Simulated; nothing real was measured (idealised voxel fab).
process module | voxel wiring stack
cross-section cut | 200 nm wide | cells 5 nm
A cross-section is a grid of square cells, given in bands from the top down. A band is one or more rows of cells.
Each band's line starts with the height of the band's top and of its bottom, in nm. Then come its materials from left to right, each with its width in nm. One material with "throughout" fills the band from edge to edge. "air" is empty space.
Height 0 is the level under which the wafer as received is all one material. The lowest band goes on downwards, as in "0 down".
A width such as "30 to 40" changes by the same amount from each row of cells to the next, from the band's top row to its bottom row.
"no change" after a step means that no cell of the cross-section changed.
closed voids: empty space of 8 cells or more with no open way to the top, each as width x height at its distance from the left edge, in nm
after a step's settings: what the simulator itself notes on the step
overlay nm, on a step with a mask: how far to the right of its planned place the mask lay; to the left if negative
Each pair below shows a cross-section before one step and the cross-section after it, down to the lowest band that changed. The line under each pair gives the step between them, with its settings. The pairs can come from different runs of this module on the same starting wafer, so a pair continues from the pair above only where its "before" says so.
before
  90 to 85: TiN 45 | air 20 | TiN 25 | air 20 | TiN 25 | air 20 | TiN 45
  85 to 60: lowk 40 | TiN 5 | air 20 | TiN 5 | lowk 15 | TiN 5 | air 20 | TiN 5 | lowk 15 | TiN 5 | air 20 | TiN 5 | lowk 40
  60 to 55: SiCN 40 | TiN 30 | SiCN 15 | TiN 30 | SiCN 15 | TiN 30 | SiCN 40
  55 to 45: lowk 40 | TiN 5 | Cu 5 | TiN 5 | lowk 30 | TiN 5 | Cu 5 | TiN 5 | lowk 30 | TiN 5 | Cu 5 | TiN 5 | lowk 55
  45 to 40: SiCN 40 | TiN 15 | SiCN 30 | TiN 15 | SiCN 30 | TiN 15 | SiCN 55
  40 to 15: SiO2 45 | Ru 25 | SiO2 20 | Ru 25 | SiO2 20 | Ru 25 | SiO2 40
  15 to 10: SiO2 45 | TiN 25 | SiO2 20 | TiN 25 | SiO2 20 | TiN 25 | SiO2 40
  10 to 0: SiO2 throughout
  0 down: Si throughout
  closed voids: none
after
  100 to 90: Ru throughout
  90 to 85: TiN 45 | Ru 20 | TiN 25 | Ru 20 | TiN 25 | Ru 20 | TiN 45
  85 to 60: lowk 40 | TiN 5 | Ru 20 | TiN 5 | lowk 15 | TiN 5 | Ru 20 | TiN 5 | lowk 15 | TiN 5 | Ru 20 | TiN 5 | lowk 40
  below 60: unchanged
  closed voids: none
the step between: op FILL_DEP | material Ru | thk nm 10
before: the cross-section after the pair above
after
  85 to 60: lowk 40 | TiN 5 | Ru 20 | TiN 5 | lowk 15 | TiN 5 | Ru 20 | TiN 5 | lowk 15 | TiN 5 | Ru 20 | TiN 5 | lowk 40
  below 60: unchanged
  closed voids: none
the step between: op CMP | height nm 85
before: the cross-section after the pair above
after
  90 to 85: air 35 | Ru 40 | air 5 | Ru 40 | air 5 | Ru 40 | air 35
  below 85: unchanged
  closed voids: none
the step between: op EPI | material Ru | thk nm 5
before: the cross-section after the pair above
after
  95 to 90: SiCN throughout
  90 to 85: SiCN 35 | Ru 40 | SiCN 5 | Ru 40 | SiCN 5 | Ru 40 | SiCN 35
  below 85: unchanged
  closed voids: none
the step between: op FILL_DEP | material SiCN | thk nm 5
before
  55 to 45: lowk throughout
  45 to 40: SiCN throughout
  40 to 15: SiO2 40 | Ru 30 | SiO2 15 | Ru 30 | SiO2 15 | Ru 30 | SiO2 40
  15 to 10: SiO2 40 | TiN 30 | SiO2 15 | TiN 30 | SiO2 15 | TiN 30 | SiO2 40
  10 to 0: SiO2 throughout
  0 down: Si throughout
  closed voids: none
after
  70 to 55: resist 50 | air 15 | resist 30 | air 15 | resist 30 | air 15 | resist 45
  below 55: unchanged
  closed voids: none
the step between: op PATTERN | tone open | mask id PLUG_1 | material resist | width nm 15 | pitch nm 45 | thk nm 15 | overlay nm 10
before: the cross-section after the pair above
after
  70 to 55: resist 50 | air 15 | resist 30 | air 15 | resist 30 | air 15 | resist 45
  55 to 45: lowk 50 | air 15 | lowk 30 | air 15 | lowk 30 | air 15 | lowk 45
  below 45: unchanged
  closed voids: none
the step between: op DIRECTIONAL_ETCH | etch materials lowk | depth nm 10
before: the cross-section after the pair above
after
  70 to 55: resist 50 | air 15 | resist 30 | air 15 | resist 30 | air 15 | resist 45
  55 to 45: lowk 50 | air 15 | lowk 30 | air 15 | lowk 30 | air 15 | lowk 45
  45 to 40: SiCN 50 | air 15 | SiCN 30 | air 15 | SiCN 30 | air 15 | SiCN 45
  below 40: unchanged
  closed voids: none
the step between: op DIRECTIONAL_ETCH | etch materials SiCN | depth nm 5
before: the cross-section after the pair above
after
  55 to 45: lowk 50 | air 15 | lowk 30 | air 15 | lowk 30 | air 15 | lowk 45
  below 45: unchanged
  closed voids: none
the step between: op STRIP | etch materials resist
before: the cross-section after the pair above
after
  60 to 55: TiN 55 | air 5 | TiN 40 | air 5 | TiN 40 | air 5 | TiN 50
  55 to 45: lowk 50 | TiN 5 | air 5 | TiN 5 | lowk 30 | TiN 5 | air 5 | TiN 5 | lowk 30 | TiN 5 | air 5 | TiN 5 | lowk 45
  45 to 40: SiCN 50 | TiN 15 | SiCN 30 | TiN 15 | SiCN 30 | TiN 15 | SiCN 45
  below 40: unchanged
  closed voids: none
the step between: op CONFORMAL_DEP | material TiN | thk nm 5
before: the cross-section after the pair above
after
  65 to 60: Cu throughout
  60 to 55: TiN 55 | Cu 5 | TiN 40 | Cu 5 | TiN 40 | Cu 5 | TiN 50
  55 to 45: lowk 50 | TiN 5 | Cu 5 | TiN 5 | lowk 30 | TiN 5 | Cu 5 | TiN 5 | lowk 30 | TiN 5 | Cu 5 | TiN 5 | lowk 45
  below 45: unchanged
  closed voids: none
the step between: op FILL_DEP | material Cu | thk nm 5
before: the cross-section after the pair above
after
  55 to 45: lowk 50 | TiN 5 | Cu 5 | TiN 5 | lowk 30 | TiN 5 | Cu 5 | TiN 5 | lowk 30 | TiN 5 | Cu 5 | TiN 5 | lowk 45
  below 45: unchanged
  closed voids: none
the step between: op CMP | height nm 55
before: the cross-section after the pair above
after
  60 to 55: SiCN throughout
  below 55: unchanged
  closed voids: none
the step between: op CONFORMAL_DEP | material SiCN | thk nm 5
before: the cross-section after the pair above
after
  85 to 60: lowk throughout
  below 60: unchanged
  closed voids: none
the step between: op DIRECTIONAL_DEP | material lowk | thk nm 25
before: the cross-section after the pair above
after
  100 to 85: resist 40 | air 30 | resist 15 | air 30 | resist 15 | air 30 | resist 40
  below 85: unchanged
  closed voids: none
the step between: op PATTERN | tone open | mask id METAL_2 | material resist | width nm 30 | pitch nm 45 | thk nm 15 | overlay nm 0
before: the cross-section after the pair above
after
  100 to 85: resist 40 | air 30 | resist 15 | air 30 | resist 15 | air 30 | resist 40
  85 to 60: lowk 40 | air 30 | lowk 15 | air 30 | lowk 15 | air 30 | lowk 40
  below 60: unchanged
  closed voids: none
the step between: op DIRECTIONAL_ETCH | etch materials lowk | depth nm 25
before: the cross-section after the pair above
after
  100 to 85: resist 40 | air 30 | resist 15 | air 30 | resist 15 | air 30 | resist 40
  85 to 60: lowk 40 | air 30 | lowk 15 | air 30 | lowk 15 | air 30 | lowk 40
  60 to 55: SiCN 40 | air 30 | SiCN 15 | air 30 | SiCN 15 | air 30 | SiCN 40
  below 55: unchanged
  closed voids: none
the step between: op DIRECTIONAL_ETCH | etch materials SiCN | depth nm 5
before: the cross-section after the pair above
after
  85 to 60: lowk 40 | air 30 | lowk 15 | air 30 | lowk 15 | air 30 | lowk 40
  below 60: unchanged
  closed voids: none
the step between: op STRIP | etch materials resist
before: the cross-section after the pair above
after
  90 to 85: TiN 45 | air 20 | TiN 25 | air 20 | TiN 25 | air 20 | TiN 45
  85 to 60: lowk 40 | TiN 5 | air 20 | TiN 5 | lowk 15 | TiN 5 | air 20 | TiN 5 | lowk 15 | TiN 5 | air 20 | TiN 5 | lowk 40
  60 to 55: SiCN 40 | TiN 30 | SiCN 15 | TiN 30 | SiCN 15 | TiN 30 | SiCN 40
  below 55: unchanged
  closed voids: none
the step between: op CONFORMAL_DEP | material TiN | thk nm 5
before: the cross-section after the pair above
after
  100 to 90: Ru throughout
  90 to 85: TiN 45 | Ru 20 | TiN 25 | Ru 20 | TiN 25 | Ru 20 | TiN 45
  85 to 60: lowk 40 | TiN 5 | Ru 20 | TiN 5 | lowk 15 | TiN 5 | Ru 20 | TiN 5 | lowk 15 | TiN 5 | Ru 20 | TiN 5 | lowk 40
  below 60: unchanged
  closed voids: none
the step between: op FILL_DEP | material Ru | thk nm 10
before: the cross-section after the pair above
after
  85 to 60: lowk 40 | TiN 5 | Ru 20 | TiN 5 | lowk 15 | TiN 5 | Ru 20 | TiN 5 | lowk 15 | TiN 5 | Ru 20 | TiN 5 | lowk 40
  below 60: unchanged
  closed voids: none
the step between: op CMP | height nm 85
before: the cross-section after the pair above
after
  90 to 85: air 35 | Ru 40 | air 5 | Ru 40 | air 5 | Ru 40 | air 35
  below 85: unchanged
  closed voids: none
the step between: op EPI | material Ru | thk nm 5
before: the cross-section after the pair above
after
  95 to 90: SiCN throughout
  90 to 85: SiCN 35 | Ru 40 | SiCN 5 | Ru 40 | SiCN 5 | Ru 40 | SiCN 35
  below 85: unchanged
  closed voids: none
the step between: op FILL_DEP | material SiCN | thk nm 5
before
  90 to 85: TiN 45 | air 20 | TiN 25 | air 20 | TiN 25 | air 20 | TiN 45
  85 to 60: lowk 40 | TiN 5 | air 20 | TiN 5 | lowk 15 | TiN 5 | air 20 | TiN 5 | lowk 15 | TiN 5 | air 20 | TiN 5 | lowk 40
  60 to 55: SiCN 40 | TiN 30 | SiCN 15 | TiN 30 | SiCN 15 | TiN 30 | SiCN 40
  55 to 45: lowk 40 | TiN 5 | Cu 5 | TiN 5 | lowk 30 | TiN 5 | Cu 5 | TiN 5 | lowk 30 | TiN 5 | Cu 5 | TiN 5 | lowk 55
  45 to 40: SiCN 40 | TiN 15 | SiCN 30 | TiN 15 | SiCN 30 | TiN 15 | SiCN 55
  40 to 15: SiO2 40 | Ru 30 | SiO2 15 | Ru 30 | SiO2 15 | Ru 30 | SiO2 40
  15 to 10: SiO2 40 | TiN 30 | SiO2 15 | TiN 30 | SiO2 15 | TiN 30 | SiO2 40
  10 to 0: SiO2 throughout
  0 down: Si throughout
  closed voids: none
after
  100 to 90: lowk throughout
  90 to 85: TiN 45 | lowk 20 | TiN 25 | lowk 20 | TiN 25 | lowk 20 | TiN 45
  85 to 60: lowk 40 | TiN 5 | lowk 20 | TiN 5 | lowk 15 | TiN 5 | lowk 20 | TiN 5 | lowk 15 | TiN 5 | lowk 20 | TiN 5 | lowk 40
  below 60: unchanged
  closed voids: none
the step between: op FILL_DEP | material lowk | thk nm 10
before: the cross-section after the pair above
after
  85 to 60: lowk 40 | TiN 5 | lowk 20 | TiN 5 | lowk 15 | TiN 5 | lowk 20 | TiN 5 | lowk 15 | TiN 5 | lowk 20 | TiN 5 | lowk 40
  below 60: unchanged
  closed voids: none
the step between: op CMP | height nm 85
before: the cross-section after the pair above
after
  90 to 85: air 35 | Ru 15 | air 10 | Ru 15 | air 5 | Ru 15 | air 10 | Ru 15 | air 5 | Ru 15 | air 10 | Ru 15 | air 35
  below 85: unchanged
  closed voids: none
the step between: op EPI | material Ru | thk nm 5
before: the cross-section after the pair above
after
  95 to 90: SiCN throughout
  90 to 85: SiCN 35 | Ru 15 | SiCN 10 | Ru 15 | SiCN 5 | Ru 15 | SiCN 10 | Ru 15 | SiCN 5 | Ru 15 | SiCN 10 | Ru 15 | SiCN 35
  below 85: unchanged
  closed voids: none
the step between: op FILL_DEP | material SiCN | thk nm 5
before
  85 to 60: lowk throughout
  60 to 55: SiCN throughout
  55 to 45: lowk 40 | TiN 5 | Cu 5 | TiN 5 | lowk 30 | TiN 5 | Cu 5 | TiN 5 | lowk 30 | TiN 5 | Cu 5 | TiN 5 | lowk 55
  45 to 40: SiCN 40 | TiN 15 | SiCN 30 | TiN 15 | SiCN 30 | TiN 15 | SiCN 55
  40 to 15: SiO2 40 | Ru 30 | SiO2 15 | Ru 30 | SiO2 15 | Ru 30 | SiO2 40
  15 to 10: SiO2 40 | TiN 30 | SiO2 15 | TiN 30 | SiO2 15 | TiN 30 | SiO2 40
  10 to 0: SiO2 throughout
  0 down: Si throughout
  closed voids: none
after
  100 to 85: air 40 | resist 30 | air 15 | resist 30 | air 15 | resist 30 | air 40
  below 85: unchanged
  closed voids: none
the step between: op PATTERN | tone cover | mask id METAL_2 | material resist | width nm 30 | pitch nm 45 | thk nm 15 | overlay nm 0
before: the cross-section after the pair above
after
  100 to 85: air 40 | resist 30 | air 15 | resist 30 | air 15 | resist 30 | air 40
  85 to 60: air 40 | lowk 30 | air 15 | lowk 30 | air 15 | lowk 30 | air 40
  below 60: unchanged
  closed voids: none
the step between: op DIRECTIONAL_ETCH | etch materials lowk | depth nm 25
before: the cross-section after the pair above
after
  100 to 85: air 40 | resist 30 | air 15 | resist 30 | air 15 | resist 30 | air 40
  85 to 60: air 40 | lowk 30 | air 15 | lowk 30 | air 15 | lowk 30 | air 40
  60 to 55: air 40 | SiCN 30 | air 15 | SiCN 30 | air 15 | SiCN 30 | air 40
  below 55: unchanged
  closed voids: none
the step between: op DIRECTIONAL_ETCH | etch materials SiCN | depth nm 5
before: the cross-section after the pair above
after
  85 to 60: air 40 | lowk 30 | air 15 | lowk 30 | air 15 | lowk 30 | air 40
  below 60: unchanged
  closed voids: none
the step between: op STRIP | etch materials resist
before: the cross-section after the pair above
after
  90 to 85: air 35 | TiN 40 | air 5 | TiN 40 | air 5 | TiN 40 | air 35
  85 to 60: air 35 | TiN 5 | lowk 30 | TiN 5 | air 5 | TiN 5 | lowk 30 | TiN 5 | air 5 | TiN 5 | lowk 30 | TiN 5 | air 35
  60 to 55: TiN 40 | SiCN 30 | TiN 15 | SiCN 30 | TiN 15 | SiCN 30 | TiN 40
  below 55: unchanged
  closed voids: none
the step between: op CONFORMAL_DEP | material TiN | thk nm 5
before: the cross-section after the pair above
after
  100 to 90: Ru throughout
  90 to 85: Ru 35 | TiN 40 | Ru 5 | TiN 40 | Ru 5 | TiN 40 | Ru 35
  85 to 60: Ru 35 | TiN 5 | lowk 30 | TiN 5 | Ru 5 | TiN 5 | lowk 30 | TiN 5 | Ru 5 | TiN 5 | lowk 30 | TiN 5 | Ru 35
  below 60: unchanged
  closed voids: none
the step between: op FILL_DEP | material Ru | thk nm 10
before: the cross-section after the pair above
after
  85 to 60: Ru 35 | TiN 5 | lowk 30 | TiN 5 | Ru 5 | TiN 5 | lowk 30 | TiN 5 | Ru 5 | TiN 5 | lowk 30 | TiN 5 | Ru 35
  below 60: unchanged
  closed voids: none
the step between: op CMP | height nm 85
before: the cross-section after the pair above
after
  90 to 85: Ru 45 | air 20 | Ru 25 | air 20 | Ru 25 | air 20 | Ru 45
  below 85: unchanged
  closed voids: none
the step between: op EPI | material Ru | thk nm 5
before: the cross-section after the pair above
after
  95 to 90: SiCN throughout
  90 to 85: Ru 45 | SiCN 20 | Ru 25 | SiCN 20 | Ru 25 | SiCN 20 | Ru 45
  below 85: unchanged
  closed voids: none
the step between: op FILL_DEP | material SiCN | thk nm 5
